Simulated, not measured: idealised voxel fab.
process module | voxel air gaps
cross-section cut | 280 nm wide | cells 5 nm
A cross-section is a grid of square cells, given in bands from the top down. A band is one or more rows of cells.
Each band's line starts with the height of the band's top and of its bottom, in nm. Then come its materials from left to right, each with its width in nm. One material with "throughout" fills the band from edge to edge. "air" is empty space.
Height 0 is the level under which the wafer as received is all one material. The lowest band goes on downwards, as in "0 down".
A width such as "30 to 40" changes by the same amount from each row of cells to the next, from the band's top row to its bottom row.
"no change" after a step means that no cell of the cross-section changed.
closed voids: empty space of 8 cells or more with no open way to the top, each as width x height at its distance from the left edge, in nm
after a step's settings: what the simulator itself notes on the step
overlay nm, on a step with a mask: how far to the right of its planned place the mask lay; to the left if negative
plan
1 op RECEIVE | material Si
2 op CONFORMAL_DEP | material SiO2 | thk nm 15
3 op CONFORMAL_DEP | material SiCN | thk nm 5
4 op DIRECTIONAL_DEP | material lowk | thk nm 30
5 op DIRECTIONAL_DEP | material aC | thk nm 15
6 op PATTERN | tone open | mask id LINES | material resist | width nm 20 | pitch nm 50 | thk nm 30 | overlay nm 0
7 op DIRECTIONAL_ETCH | etch materials aC | depth nm 15
8 op STRIP | etch materials resist
9 op DIRECTIONAL_ETCH | etch materials lowk | depth nm 30
10 op STRIP | etch materials aC
11 op CONFORMAL_DEP | material TiN | thk nm 5
12 op FILL_DEP | material Cu | thk nm 5
13 op CMP | height nm 50
14 op EPI | material Ru | thk nm 10
15 op SELECTIVE_ETCH | etch materials lowk | depth nm 40
16 op CONFORMAL_DEP | material SiCN | thk nm 5
varied across the wafers: thk nm of step 11. The plan shows the first wafer's value. All wafers start alike
first wafer as received, after step 1
  0 down: Si throughout
  closed voids: none
first wafer at the end, after step 16
  65 to 60: air 40 | SiCN 200 | air 40
  60 to 50: air 40 | SiCN 5 | Ru 40 | SiCN 10 | Ru 40 | SiCN 10 | Ru 40 | SiCN 10 | Ru 40 | SiCN 5 | air 40
  50 to 45: air 40 | SiCN 15 | TiN 5 | Cu 10 | TiN 5 | SiCN 30 | TiN 5 | Cu 10 | TiN 5 | SiCN 30 | TiN 5 | Cu 10 | TiN 5 | SiCN 30 | TiN 5 | Cu 10 | TiN 5 | SiCN 15 | air 40
  45 to 25: air 50 | SiCN 5 | TiN 5 | Cu 10 | TiN 5 | SiCN 5 | air 20 | SiCN 5 | TiN 5 | Cu 10 | TiN 5 | SiCN 5 | air 20 | SiCN 5 | TiN 5 | Cu 10 | TiN 5 | SiCN 5 | air 20 | SiCN 5 | TiN 5 | Cu 10 | TiN 5 | SiCN 5 | air 50
  25 to 20: SiCN 55 | TiN 20 | SiCN 30 | TiN 20 | SiCN 30 | TiN 20 | SiCN 30 | TiN 20 | SiCN 55
  20 to 15: SiCN throughout
  15 to 0: SiO2 throughout
  0 down: Si throughout
  closed voids: 20 x 20 at 80; 20 x 20 at 130; 20 x 20 at 180
last wafer at the end
  65 to 60: air 40 | SiCN 200 | air 40
  60 to 50: air 40 | SiCN 5 | Ru 40 | SiCN 10 | Ru 40 | SiCN 10 | Ru 40 | SiCN 10 | Ru 40 | SiCN 5 | air 40
  50 to 45: air 40 | SiCN 15 | TiN 20 | SiCN 30 | TiN 20 | SiCN 30 | TiN 20 | SiCN 30 | TiN 20 | SiCN 15 | air 40
  45 to 25: air 50 | SiCN 5 | TiN 20 | SiCN 5 | air 20 | SiCN 5 | TiN 20 | SiCN 5 | air 20 | SiCN 5 | TiN 20 | SiCN 5 | air 20 | SiCN 5 | TiN 20 | SiCN 5 | air 50
  25 to 20: SiCN 55 | TiN 20 | SiCN 30 | TiN 20 | SiCN 30 | TiN 20 | SiCN 30 | TiN 20 | SiCN 55
  20 to 15: SiCN throughout
  15 to 0: SiO2 throughout
  0 down: Si throughout
  closed voids: 20 x 20 at 80; 20 x 20 at 130; 20 x 20 at 180
each wafer at the end: cells of each material gained (+) or lost (-) since it was received, then its closed voids
thk nm 5 | +40 Cu | +64 Ru | +208 SiCN | +168 SiO2 | +56 TiN | closed voids: 20 x 20 at 80; 20 x 20 at 130; 20 x 20 at 180
thk nm 10 | +64 Ru | +208 SiCN | +168 SiO2 | +96 TiN | closed voids: 20 x 20 at 80; 20 x 20 at 130; 20 x 20 at 180
thk nm 15 | +64 Ru | +208 SiCN | +168 SiO2 | +96 TiN | closed voids: 20 x 20 at 80; 20 x 20 at 130; 20 x 20 at 180
thk nm 20 | +64 Ru | +208 SiCN | +168 SiO2 | +96 TiN | closed voids: 20 x 20 at 80; 20 x 20 at 130; 20 x 20 at 180
